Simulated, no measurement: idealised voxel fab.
Name of the process module below: voxel transistor to metal
Pictured: cross-section cut, 210 nm wide, on a grid of 5 nm square cells.
A cross-section in this document is a grid of square cells, and it is written down as bands, the top band listed before the ones below it; a band is made up of one or more rows of cells. Within each band entry, the heights of the top and of the bottom of the band appear first, in that order and in nm; the materials of the band then follow from left to right, each with its corresponding width in nm. The designation "edge to edge" on a single material indicates that it fills the band from edge to edge; the designation "empty" indicates empty space. Below 0: as-received wafer, all one material; heights counted from there. Lowest band: no bottom, goes on down, written "from 0 down". Read "30..40" as a graded width: first number on top, second number at the bottom, same change between each pair of neighbouring rows. "no alterations made" for a step: no cell of the cross-section changed in that step. You'll see "Completely enclosed voids" listing empty spaces that have no way open to the top, as long as they're 8 cells or more; the notation is width x height at distance, where the distance is from the left edge, and all of it is in nm. Where a step's line continues beyond its settings, the continuation is a remark by the simulator itself on that step. If you see "overlay nm" on a step's line and that step has a mask, it's telling you how far right of where it was planned the mask ended up; a negative number means it went left instead.
# plan
1. RECEIVE: material Si
2. CONFORMAL_DEP: material SiO2, thk nm 5
3. CONFORMAL_DEP: material SiN, thk nm 15
4. PATTERN: tone cover, mask id ACTIVE, material resist, width nm 115, thk nm 15, overlay nm 0
5. DIRECTIONAL_ETCH: etch materials SiN, depth nm 15
6. DIRECTIONAL_ETCH: etch materials SiO2, depth nm 5
7. DIRECTIONAL_ETCH: etch materials Si, depth nm 20
8. STRIP: etch materials resist
9. FILL_DEP: material SiO2, thk nm 10
10. CMP: height nm 20
11. SELECTIVE_ETCH: etch materials SiO2, depth nm 15
12. STRIP: etch materials SiN
13. SELECTIVE_ETCH: etch materials SiO2, depth nm 5
14. OXIDIZE: depth nm 5
15. DIRECTIONAL_DEP: material polySi, thk nm 25
16. DIRECTIONAL_DEP: material SiCN, thk nm 10
17. PATTERN: tone cover, mask id GATE, material resist, width nm 25, thk nm 20, overlay nm 0
18. DIRECTIONAL_ETCH: etch materials SiCN, depth nm 20
19. DIRECTIONAL_ETCH: etch materials polySi, depth nm 35
20. STRIP: etch materials resist
21. CONFORMAL_DEP: material SiO2, thk nm 5
22. DIRECTIONAL_ETCH: etch materials SiO2, depth nm 5
23. CONFORMAL_DEP: material SiN, thk nm 10
24. DIRECTIONAL_ETCH: etch materials SiN, depth nm 10
25. DIRECTIONAL_ETCH: etch materials SiO2, depth nm 5
26. DIRECTIONAL_ETCH: etch materials Si, depth nm 15
27. EPI: material pSi, thk nm 20
28. FILL_DEP: material SiO2, thk nm 10
29. CMP: height nm 35
30. DIRECTIONAL_DEP: material SiO2, thk nm 15
31. DIRECTIONAL_DEP: material aC, thk nm 15
32. PATTERN: tone open, mask id CONTACT, material resist, width nm 30, pitch nm 65, thk nm 30, overlay nm 0
33. DIRECTIONAL_ETCH: etch materials aC, depth nm 15
34. STRIP: etch materials resist
35. DIRECTIONAL_ETCH: etch materials SiO2, depth nm 35
36. STRIP: etch materials aC
37. CONFORMAL_DEP: material TiN, thk nm 5
38. FILL_DEP: material W, thk nm 10
39. CMP: height nm 50
40. CONFORMAL_DEP: material SiCN, thk nm 5
41. DIRECTIONAL_DEP: material lowk, thk nm 20
42. DIRECTIONAL_DEP: material aC, thk nm 10
43. PATTERN: tone open, mask id METAL_1, material resist, width nm 15, pitch nm 80, thk nm 30, overlay nm 0
44. DIRECTIONAL_ETCH: etch materials aC, depth nm 10
45. STRIP: etch materials resist
46. DIRECTIONAL_ETCH: etch materials lowk, depth nm 20
47. DIRECTIONAL_ETCH: etch materials SiCN, depth nm 5
48. STRIP: etch materials aC
49. CONFORMAL_DEP: material TiN, thk nm 5
50. FILL_DEP: material W, thk nm 10
51. CMP: height nm 75
52. EPI: material Ru, thk nm 5
53. FILL_DEP: material SiCN, thk nm 5
54. DIRECTIONAL_DEP: material SiO2, thk nm 30
55. PATTERN: tone open, mask id METAL_2, material resist, width nm 15, pitch nm 80, thk nm 20, overlay nm 0
56. DIRECTIONAL_ETCH: etch materials SiO2, depth nm 20
57. STRIP: etch materials resist
58. MASKED_ETCH: tone open, mask id METAL_2_HOLES, width nm 15, pitch nm 80, etch materials SiO2, depth nm 10, overlay nm 0
59. MASKED_ETCH: tone open, mask id METAL_2_HOLES, width nm 15, pitch nm 80, etch materials SiCN, depth nm 5, overlay nm 0
60. CONFORMAL_DEP: material TiN, thk nm 5
61. FILL_DEP: material Cu, thk nm 10
62. CMP: height nm 115
63. CONFORMAL_DEP: material SiN, thk nm 5
# Wafer, first of two, run as planned
# Here's what the wafer looked like in cross-section when it arrived - that's after step 1
- from 0 down  Si edge to edge
- Completely enclosed voids: none
# Cross-section of the wafer after step 2
- from 5 to 0  SiO2 edge to edge
- Anything lower than 0 is untouched.
# Cross-section of the wafer after step 3
- from 20 to 5  SiN edge to edge
- Anything lower than 5 is untouched.
# Cross-section of the wafer after step 4
- from 35 to 20  45 empty; 115 resist; 50 empty
- Anything lower than 20 is untouched.
# Cross-section of the wafer after step 5
- from 35 to 20  45 empty; 115 resist; 50 empty
- from 20 to 5  45 empty; 115 SiN; 50 empty
- Anything lower than 5 is untouched.
# Cross-section of the wafer after step 6
- from 35 to 20  45 empty; 115 resist; 50 empty
- from 20 to 5  45 empty; 115 SiN; 50 empty
- from 5 to 0  45 empty; 115 SiO2; 50 empty
- Anything lower than 0 is untouched.
# Cross-section of the wafer after step 7
- from 35 to 20  45 empty; 115 resist; 50 empty
- from 20 to 5  45 empty; 115 SiN; 50 empty
- from 5 to 0  45 empty; 115 SiO2; 50 empty
- from 0 to -20  45 empty; 115 Si; 50 empty
- Anything lower than -20 is untouched.
# Cross-section of the wafer after step 8
- from 20 to 5  45 empty; 115 SiN; 50 empty
- Anything lower than 5 is untouched.
# Cross-section of the wafer after step 9
- from 30 to 20  SiO2 edge to edge
- from 20 to 5  45 SiO2; 115 SiN; 50 SiO2
- from 5 to 0  SiO2 edge to edge
- from 0 to -20  45 SiO2; 115 Si; 50 SiO2
- Anything lower than -20 is untouched.
# Cross-section of the wafer after step 10
- from 20 to 5  45 SiO2; 115 SiN; 50 SiO2
- Anything lower than 5 is untouched.
# Cross-section of the wafer after step 11
- from 20 to 5  45 empty; 115 SiN; 50 empty
- Anything lower than 5 is untouched.
# Cross-section of the wafer after step 12
- from 5 to 0  SiO2 edge to edge
- Anything lower than 0 is untouched.
# Cross-section of the wafer after step 13
- from 0 to -20  45 SiO2; 115 Si; 50 SiO2
- Anything lower than -20 is untouched.
# Cross-section of the wafer after step 14
- from 0 to -5  SiO2 edge to edge
- Anything lower than -5 is untouched.
# Cross-section of the wafer after step 15
- from 25 to 0  polySi edge to edge
- Anything lower than 0 is untouched.
# Cross-section of the wafer after step 16
- from 35 to 25  SiCN edge to edge
- Anything lower than 25 is untouched.
# Cross-section of the wafer after step 17
- from 55 to 35  90 empty; 25 resist; 95 empty
- Anything lower than 35 is untouched.
# Cross-section of the wafer after step 18
- from 55 to 35  90 empty; 25 resist; 95 empty
- from 35 to 25  90 empty; 25 SiCN; 95 empty
- Anything lower than 25 is untouched.
# Cross-section of the wafer after step 19
- from 55 to 35  90 empty; 25 resist; 95 empty
- from 35 to 25  90 empty; 25 SiCN; 95 empty
- from 25 to 0  90 empty; 25 polySi; 95 empty
- Anything lower than 0 is untouched.
# Cross-section of the wafer after step 20
- from 35 to 25  90 empty; 25 SiCN; 95 empty
- Anything lower than 25 is untouched.
# Cross-section of the wafer after step 21
- from 40 to 35  85 empty; 35 SiO2; 90 empty
- from 35 to 25  85 empty; 5 SiO2; 25 SiCN; 5 SiO2; 90 empty
- from 25 to 5  85 empty; 5 SiO2; 25 polySi; 5 SiO2; 90 empty
- from 5 to 0  90 SiO2; 25 polySi; 95 SiO2
- Anything lower than 0 is untouched.
# Cross-section of the wafer after step 22
- from 35 to 25  85 empty; 5 SiO2; 25 SiCN; 5 SiO2; 90 empty
- from 25 to 0  85 empty; 5 SiO2; 25 polySi; 5 SiO2; 90 empty
- Anything lower than 0 is untouched.
# Cross-section of the wafer after step 23
- from 45 to 35  75 empty; 55 SiN; 80 empty
- from 35 to 25  75 empty; 10 SiN; 5 SiO2; 25 SiCN; 5 SiO2; 10 SiN; 80 empty
- from 25 to 10  75 empty; 10 SiN; 5 SiO2; 25 polySi; 5 SiO2; 10 SiN; 80 empty
- from 10 to 0  85 SiN; 5 SiO2; 25 polySi; 5 SiO2; 90 SiN
- Anything lower than 0 is untouched.
# Cross-section of the wafer after step 24
- from 35 to 25  75 empty; 10 SiN; 5 SiO2; 25 SiCN; 5 SiO2; 10 SiN; 80 empty
- from 25 to 0  75 empty; 10 SiN; 5 SiO2; 25 polySi; 5 SiO2; 10 SiN; 80 empty
- Anything lower than 0 is untouched.
# Cross-section of the wafer after step 25
- from 35 to 30  75 empty; 10 SiN; 5 empty; 25 SiCN; 5 empty; 10 SiN; 80 empty
- from 30 to 25  75 empty; 10 SiN; 5 SiO2; 25 SiCN; 5 SiO2; 10 SiN; 80 empty
- from 25 to 0  75 empty; 10 SiN; 5 SiO2; 25 polySi; 5 SiO2; 10 SiN; 80 empty
- from 0 to -5  75 empty; 55 SiO2; 80 empty
- Anything lower than -5 is untouched.
# Cross-section of the wafer after step 26
- from 35 to 30  75 empty; 10 SiN; 5 empty; 25 SiCN; 5 empty; 10 SiN; 80 empty
- from 30 to 25  75 empty; 10 SiN; 5 SiO2; 25 SiCN; 5 SiO2; 10 SiN; 80 empty
- from 25 to 0  75 empty; 10 SiN; 5 SiO2; 25 polySi; 5 SiO2; 10 SiN; 80 empty
- from 0 to -5  75 empty; 55 SiO2; 80 empty
- from -5 to -20  45 SiO2; 30 empty; 55 Si; 30 empty; 50 SiO2
- Anything lower than -20 is untouched.
# Cross-section of the wafer after step 27
- from 35 to 30  75 empty; 10 SiN; 5 empty; 25 SiCN; 5 empty; 10 SiN; 80 empty
- from 30 to 25  75 empty; 10 SiN; 5 SiO2; 25 SiCN; 5 SiO2; 10 SiN; 80 empty
- from 25 to 15  75 empty; 10 SiN; 5 SiO2; 25 polySi; 5 SiO2; 10 SiN; 80 empty
- from 15 to 0  55 empty; 20 pSi; 10 SiN; 5 SiO2; 25 polySi; 5 SiO2; 10 SiN; 20 pSi; 60 empty
- from 0 to -5  40 empty; 35 pSi; 55 SiO2; 35 pSi; 45 empty
- from -5 to -20  45 SiO2; 30 pSi; 55 Si; 30 pSi; 50 SiO2
- Anything lower than -20 is untouched.
# Cross-section of the wafer after step 28
- from 45 to 35  SiO2 edge to edge
- from 35 to 25  75 SiO2; 10 SiN; 5 SiO2; 25 SiCN; 5 SiO2; 10 SiN; 80 SiO2
- from 25 to 15  75 SiO2; 10 SiN; 5 SiO2; 25 polySi; 5 SiO2; 10 SiN; 80 SiO2
- from 15 to 0  55 SiO2; 20 pSi; 10 SiN; 5 SiO2; 25 polySi; 5 SiO2; 10 SiN; 20 pSi; 60 SiO2
- from 0 to -5  40 SiO2; 35 pSi; 55 SiO2; 35 pSi; 45 SiO2
- Anything lower than -5 is untouched.
# Cross-section of the wafer after step 29
- from 35 to 25  75 SiO2; 10 SiN; 5 SiO2; 25 SiCN; 5 SiO2; 10 SiN; 80 SiO2
- Anything lower than 25 is untouched.
# Cross-section of the wafer after step 30
- from 50 to 35  SiO2 edge to edge
- Anything lower than 35 is untouched.
# Cross-section of the wafer after step 31
- from 65 to 50  aC edge to edge
- Anything lower than 50 is untouched.
# Cross-section of the wafer after step 32
- from 95 to 65  55 resist; 30 empty; 35 resist; 30 empty; 60 resist
- Anything lower than 65 is untouched.
# Cross-section of the wafer after step 33
- from 80 to 65  55 resist; 30 empty; 35 resist; 30 empty; 60 resist
- from 65 to 50  55 aC; 30 empty; 35 aC; 30 empty; 60 aC
- Anything lower than 50 is untouched.
# Cross-section of the wafer after step 34
- from 65 to 50  55 aC; 30 empty; 35 aC; 30 empty; 60 aC
- Anything lower than 50 is untouched.
# Cross-section of the wafer after step 35
- from 65 to 50  55 aC; 30 empty; 35 aC; 30 empty; 60 aC
- from 50 to 35  55 SiO2; 30 empty; 35 SiO2; 30 empty; 60 SiO2
- from 35 to 25  55 SiO2; 20 empty; 10 SiN; 5 SiO2; 25 SiCN; 5 SiO2; 10 SiN; 20 empty; 60 SiO2
- from 25 to 15  55 SiO2; 20 empty; 10 SiN; 5 SiO2; 25 polySi; 5 SiO2; 10 SiN; 20 empty; 60 SiO2
- Anything lower than 15 is untouched.
# Cross-section of the wafer after step 36
- from 50 to 35  55 SiO2; 30 empty; 35 SiO2; 30 empty; 60 SiO2
- Anything lower than 35 is untouched.
# Cross-section of the wafer after step 37
- from 55 to 50  60 TiN; 20 empty; 45 TiN; 20 empty; 65 TiN
- from 50 to 40  55 SiO2; 5 TiN; 20 empty; 5 TiN; 35 SiO2; 5 TiN; 20 empty; 5 TiN; 60 SiO2
- from 40 to 35  55 SiO2; 5 TiN; 10 empty; 15 TiN; 35 SiO2; 15 TiN; 10 empty; 5 TiN; 60 SiO2
- from 35 to 25  55 SiO2; 5 TiN; 10 empty; 5 TiN; 10 SiN; 5 SiO2; 25 SiCN; 5 SiO2; 10 SiN; 5 TiN; 10 empty; 5 TiN; 60 SiO2
- from 25 to 20  55 SiO2; 5 TiN; 10 empty; 5 TiN; 10 SiN; 5 SiO2; 25 polySi; 5 SiO2; 10 SiN; 5 TiN; 10 empty; 5 TiN; 60 SiO2
- from 20 to 15  55 SiO2; 20 TiN; 10 SiN; 5 SiO2; 25 polySi; 5 SiO2; 10 SiN; 20 TiN; 60 SiO2
- Anything lower than 15 is untouched.
# Cross-section of the wafer after step 38
- from 65 to 55  W edge to edge
- from 55 to 50  60 TiN; 20 W; 45 TiN; 20 W; 65 TiN
- from 50 to 40  55 SiO2; 5 TiN; 20 W; 5 TiN; 35 SiO2; 5 TiN; 20 W; 5 TiN; 60 SiO2
- from 40 to 35  55 SiO2; 5 TiN; 10 W; 15 TiN; 35 SiO2; 15 TiN; 10 W; 5 TiN; 60 SiO2
- from 35 to 25  55 SiO2; 5 TiN; 10 W; 5 TiN; 10 SiN; 5 SiO2; 25 SiCN; 5 SiO2; 10 SiN; 5 TiN; 10 W; 5 TiN; 60 SiO2
- from 25 to 20  55 SiO2; 5 TiN; 10 W; 5 TiN; 10 SiN; 5 SiO2; 25 polySi; 5 SiO2; 10 SiN; 5 TiN; 10 W; 5 TiN; 60 SiO2
- Anything lower than 20 is untouched.
# Cross-section of the wafer after step 39
- from 50 to 40  55 SiO2; 5 TiN; 20 W; 5 TiN; 35 SiO2; 5 TiN; 20 W; 5 TiN; 60 SiO2
- Anything lower than 40 is untouched.
# Cross-section of the wafer after step 40
- from 55 to 50  SiCN edge to edge
- Anything lower than 50 is untouched.
# Cross-section of the wafer after step 41
- from 75 to 55  lowk edge to edge
- Anything lower than 55 is untouched.
# Cross-section of the wafer after step 42
- from 85 to 75  aC edge to edge
- Anything lower than 75 is untouched.
# Cross-section of the wafer after step 43
- from 115 to 85  55 resist; 15 empty; 65 resist; 15 empty; 60 resist
- Anything lower than 85 is untouched.
# Cross-section of the wafer after step 44
- from 105 to 85  55 resist; 15 empty; 65 resist; 15 empty; 60 resist
- from 85 to 75  55 aC; 15 empty; 65 aC; 15 empty; 60 aC
- Anything lower than 75 is untouched.
# Cross-section of the wafer after step 45
- from 85 to 75  55 aC; 15 empty; 65 aC; 15 empty; 60 aC
- Anything lower than 75 is untouched.
# Cross-section of the wafer after step 46
- from 85 to 75  55 aC; 15 empty; 65 aC; 15 empty; 60 aC
- from 75 to 55  55 lowk; 15 empty; 65 lowk; 15 empty; 60 lowk
- Anything lower than 55 is untouched.
# Cross-section of the wafer after step 47
- from 85 to 75  55 aC; 15 empty; 65 aC; 15 empty; 60 aC
- from 75 to 55  55 lowk; 15 empty; 65 lowk; 15 empty; 60 lowk
- from 55 to 50  55 SiCN; 15 empty; 65 SiCN; 15 empty; 60 SiCN
- Anything lower than 50 is untouched.
# Cross-section of the wafer after step 48
- from 75 to 55  55 lowk; 15 empty; 65 lowk; 15 empty; 60 lowk
- Anything lower than 55 is untouched.
# Cross-section of the wafer after step 49
- from 80 to 75  60 TiN; 5 empty; 75 TiN; 5 empty; 65 TiN
- from 75 to 55  55 lowk; 5 TiN; 5 empty; 5 TiN; 65 lowk; 5 TiN; 5 empty; 5 TiN; 60 lowk
- from 55 to 50  55 SiCN; 15 TiN; 65 SiCN; 15 TiN; 60 SiCN
- Anything lower than 50 is untouched.
# Cross-section of the wafer after step 50
- from 90 to 80  W edge to edge
- from 80 to 75  60 TiN; 5 W; 75 TiN; 5 W; 65 TiN
- from 75 to 55  55 lowk; 5 TiN; 5 W; 5 TiN; 65 lowk; 5 TiN; 5 W; 5 TiN; 60 lowk
- Anything lower than 55 is untouched.
# Cross-section of the wafer after step 51
- from 75 to 55  55 lowk; 5 TiN; 5 W; 5 TiN; 65 lowk; 5 TiN; 5 W; 5 TiN; 60 lowk
- Anything lower than 55 is untouched.
# Cross-section of the wafer after step 52
- from 80 to 75  50 empty; 25 Ru; 55 empty; 25 Ru; 55 empty
- Anything lower than 75 is untouched.
# Cross-section of the wafer after step 53
- from 85 to 80  SiCN edge to edge
- from 80 to 75  50 SiCN; 25 Ru; 55 SiCN; 25 Ru; 55 SiCN
- Anything lower than 75 is untouched.
# Cross-section of the wafer after step 54
- from 115 to 85  SiO2 edge to edge
- Anything lower than 85 is untouched.
# Cross-section of the wafer after step 55
- from 135 to 115  55 resist; 15 empty; 65 resist; 15 empty; 60 resist
- Anything lower than 115 is untouched.
# Cross-section of the wafer after step 56
- from 135 to 115  55 resist; 15 empty; 65 resist; 15 empty; 60 resist
- from 115 to 95  55 SiO2; 15 empty; 65 SiO2; 15 empty; 60 SiO2
- Anything lower than 95 is untouched.
# Cross-section of the wafer after step 57
- from 115 to 95  55 SiO2; 15 empty; 65 SiO2; 15 empty; 60 SiO2
- Anything lower than 95 is untouched.
# Cross-section of the wafer after step 58
- from 115 to 85  55 SiO2; 15 empty; 65 SiO2; 15 empty; 60 SiO2
- Anything lower than 85 is untouched.
# Cross-section of the wafer after step 59
- from 115 to 85  55 SiO2; 15 empty; 65 SiO2; 15 empty; 60 SiO2
- from 85 to 80  55 SiCN; 15 empty; 65 SiCN; 15 empty; 60 SiCN
- Anything lower than 80 is untouched.
# Cross-section of the wafer after step 60
- from 120 to 115  60 TiN; 5 empty; 75 TiN; 5 empty; 65 TiN
- from 115 to 85  55 SiO2; 5 TiN; 5 empty; 5 TiN; 65 SiO2; 5 TiN; 5 empty; 5 TiN; 60 SiO2
- from 85 to 80  55 SiCN; 15 TiN; 65 SiCN; 15 TiN; 60 SiCN
- Anything lower than 80 is untouched.
# Cross-section of the wafer after step 61
- from 130 to 120  Cu edge to edge
- from 120 to 115  60 TiN; 5 Cu; 75 TiN; 5 Cu; 65 TiN
- from 115 to 85  55 SiO2; 5 TiN; 5 Cu; 5 TiN; 65 SiO2; 5 TiN; 5 Cu; 5 TiN; 60 SiO2
- Anything lower than 85 is untouched.
# Cross-section of the wafer after step 62
- from 115 to 85  55 SiO2; 5 TiN; 5 Cu; 5 TiN; 65 SiO2; 5 TiN; 5 Cu; 5 TiN; 60 SiO2
- Anything lower than 85 is untouched.
# Cross-section of the wafer after step 63
- from 120 to 115  SiN edge to edge
- Anything lower than 115 is untouched.
# Okay, second wafer. Nothing different at the start, nothing different in the plan, just one mistake somewhere in the running. As far as step 54, counting that step, it's the first wafer all over again
# Second wafer, cut view, end of step 55 per plan
- from 135 to 115  55 empty; 15 resist; 65 empty; 15 resist; 60 empty
- Anything lower than 115 is untouched.
# Second wafer, cut view, end of step 56 per plan
- from 135 to 115  55 empty; 15 resist; 65 empty; 15 resist; 60 empty
- from 115 to 95  55 empty; 15 SiO2; 65 empty; 15 SiO2; 60 empty
- Anything lower than 95 is untouched.
# Second wafer, cut view, end of step 57 per plan
- from 115 to 95  55 empty; 15 SiO2; 65 empty; 15 SiO2; 60 empty
- Anything lower than 95 is untouched.
# Second wafer, cut view, end of step 58 per plan
- from 105 to 95  55 empty; 15 SiO2; 65 empty; 15 SiO2; 60 empty
- Anything lower than 95 is untouched.
Second wafer, cut view, end of step 59 per plan: no alterations made
# Second wafer, cut view, end of step 60 per plan
- from 110 to 105  50 empty; 25 TiN; 55 empty; 25 TiN; 55 empty
- from 105 to 100  50 empty; 5 TiN; 15 SiO2; 5 TiN; 55 empty; 5 TiN; 15 SiO2; 5 TiN; 55 empty
- from 100 to 95  55 TiN; 15 SiO2; 65 TiN; 15 SiO2; 60 TiN
- Anything lower than 95 is untouched.
# Second wafer, cut view, end of step 61 per plan
- from 120 to 110  Cu edge to edge
- from 110 to 105  50 Cu; 25 TiN; 55 Cu; 25 TiN; 55 Cu
- from 105 to 100  50 Cu; 5 TiN; 15 SiO2; 5 TiN; 55 Cu; 5 TiN; 15 SiO2; 5 TiN; 55 Cu
- Anything lower than 100 is untouched.
# Second wafer, cut view, end of step 62 per plan
- from 115 to 110  Cu edge to edge
- Anything lower than 110 is untouched.
# Second wafer, cut view, end of step 63 per plan
- from 120 to 115  SiN edge to edge
- Anything lower than 115 is untouched.
Diagnosis: step 55 did not happen as planned, as run it was PATTERN: tone cover, mask id METAL_2, material resist, width nm 15, pitch nm 80, thk nm 20, overlay nm 0
Materials where the second wafer ends with more or fewer cells than the first: Cu: 94 more, SiCN: 6 more, SiO2: 120 fewer, TiN: 20 more
